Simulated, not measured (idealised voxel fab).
You're looking at the process module voxel wiring stack.
Xsec cut, 150 nm wide, square cell size 5 nm.
Reading order for cross-sections: top band down to bottom band. Underlying form: a grid of square cells. Band size: one or more rows of cells. Each band's line starts with the height of the band's top and of its bottom, in nm. Then come its materials from left to right, each with its width in nm. One material with "edge to edge" fills the band from edge to edge. "blank" is empty space. Where do heights start? At 0: under that level the wafer as delivered is made of one material only. And the lowest band has no floor; it just carries on downward, as in "0..down". Per-row width for "30 to 40": begins at first number (top row of band), ends at second number (bottom row), increment between rows held constant. Step marked "stayed the same"? Then no cell in the cross-section changed in it. The list in "Sealed voids" covers empty spaces of 8 cells or more that cannot reach the top through any open way, and it gives each as width x height at distance; the distance is from the left edge, and width, height and distance are in nm. Text after the settings on a step's line: the simulator's own remark on that step. overlay nm: mask right of planned place by this much (step with mask). Neg. = left.
### Process steps - plan
| 1 | RECEIVE, material Si |
| 2 | CONFORMAL_DEP, material SiO2, thk nm 10 |
| 3 | DIRECTIONAL_DEP, material TiN, thk nm 5 |
| 4 | DIRECTIONAL_DEP, material W, thk nm 20 |
| 5 | DIRECTIONAL_DEP, material aC, thk nm 15 |
| 6 | PATTERN, tone cover, mask id METAL_1, material resist, width nm 30, pitch nm 50, thk nm 30, overlay nm 0 |
| 7 | DIRECTIONAL_ETCH, etch materials aC, depth nm 15 |
| 8 | STRIP, etch materials resist |
| 9 | DIRECTIONAL_ETCH, etch materials W, depth nm 20 |
| 10 | DIRECTIONAL_ETCH, etch materials TiN, depth nm 5 |
| 11 | STRIP, etch materials aC |
| 12 | CONFORMAL_DEP, material SiCN, thk nm 5 |
| 13 | FILL_DEP, material SiO2, thk nm 5 |
| 14 | CMP, height nm 35 |
| 15 | CONFORMAL_DEP, material SiCN, thk nm 5 |
| 16 | DIRECTIONAL_DEP, material lowk, thk nm 20 |
| 17 | MASKED_ETCH, tone open, mask id PLUG_1, width nm 15, etch materials lowk, depth nm 20, overlay nm 0 |
| 18 | MASKED_ETCH, tone open, mask id PLUG_1, width nm 15, etch materials SiCN, depth nm 5, overlay nm -15 |
| 19 | CONFORMAL_DEP, material TiN, thk nm 5 |
| 20 | FILL_DEP, material Cu, thk nm 5 |
| 21 | CMP, height nm 60 |
| 22 | CONFORMAL_DEP, material SiCN, thk nm 5 |
| 23 | DIRECTIONAL_DEP, material lowk, thk nm 20 |
| 24 | MASKED_ETCH, tone open, mask id METAL_2, width nm 30, pitch nm 50, etch materials lowk, depth nm 20, overlay nm 0 |
| 25 | MASKED_ETCH, tone open, mask id METAL_2, width nm 30, pitch nm 50, etch materials SiCN, depth nm 5, overlay nm 0 |
| 26 | CONFORMAL_DEP, material TiN, thk nm 5 |
| 27 | FILL_DEP, material Ru, thk nm 5 |
| 28 | CMP, height nm 85 |
| 29 | CONFORMAL_DEP, material SiCN, thk nm 5 |
| 30 | DIRECTIONAL_DEP, material SiO2, thk nm 10 |
| 31 | PATTERN, tone open, mask id PLUG_2, material resist, width nm 15, pitch nm 50, thk nm 20, overlay nm 0 |
| 32 | DIRECTIONAL_ETCH, etch materials SiO2, depth nm 10 |
| 33 | DIRECTIONAL_ETCH, etch materials SiCN, depth nm 5 |
| 34 | STRIP, etch materials resist |
| 35 | CONFORMAL_DEP, material TiN, thk nm 5 |
| 36 | FILL_DEP, material Ru, thk nm 10 |
| 37 | CMP, height nm 100 |
| 38 | CONFORMAL_DEP, material SiN, thk nm 5 |
| 39 | DIRECTIONAL_DEP, material SiO2, thk nm 25 |
| 40 | PATTERN, tone open, mask id METAL_3, material resist, width nm 30, pitch nm 50, thk nm 20, overlay nm 0 |
| 41 | DIRECTIONAL_ETCH, etch materials SiO2, depth nm 25 |
| 42 | DIRECTIONAL_ETCH, etch materials SiN, depth nm 5 |
| 43 | STRIP, etch materials resist |
| 44 | CONFORMAL_DEP, material TiN, thk nm 5 |
| 45 | FILL_DEP, material Cu, thk nm 5 |
| 46 | CMP, height nm 130 |
| 47 | CONFORMAL_DEP, material SiCN, thk nm 5 |
For this document, wafers share an identical start and vary in the step 18 overlay nm; the plan quotes the first wafer's value.
### Here's the first of the wafers in cross-section, just as we got it, i.e. after step 1
  0..down  Si edge to edge
  Sealed voids: none
### Tabulated below, wafer by wafer, are the end-of-module results: for each material, the number of cells gained (+) or lost (-) relative to the as-received state, followed by the closed voids
overlay nm -15, +43 Cu, +36 Ru, +136 SiCN, +18 SiN, +254 SiO2, +95 TiN, +48 W, +180 lowk, Sealed voids: none
overlay nm -10, +43 Cu, +36 Ru, +135 SiCN, +18 SiN, +254 SiO2, +96 TiN, +48 W, +180 lowk, Sealed voids: none
overlay nm -5, +43 Cu, +36 Ru, +134 SiCN, +18 SiN, +254 SiO2, +97 TiN, +48 W, +180 lowk, Sealed voids: none
overlay nm 0, +44 Cu, +36 Ru, +133 SiCN, +18 SiN, +254 SiO2, +97 TiN, +48 W, +180 lowk, Sealed voids: none
overlay nm 5, +43 Cu, +36 Ru, +134 SiCN, +18 SiN, +254 SiO2, +97 TiN, +48 W, +180 lowk, Sealed voids: none
overlay nm 10, +43 Cu, +36 Ru, +135 SiCN, +18 SiN, +254 SiO2, +96 TiN, +48 W, +180 lowk, Sealed voids: none
overlay nm 15, +43 Cu, +36 Ru, +136 SiCN, +18 SiN, +254 SiO2, +95 TiN, +48 W, +180 lowk, Sealed voids: none
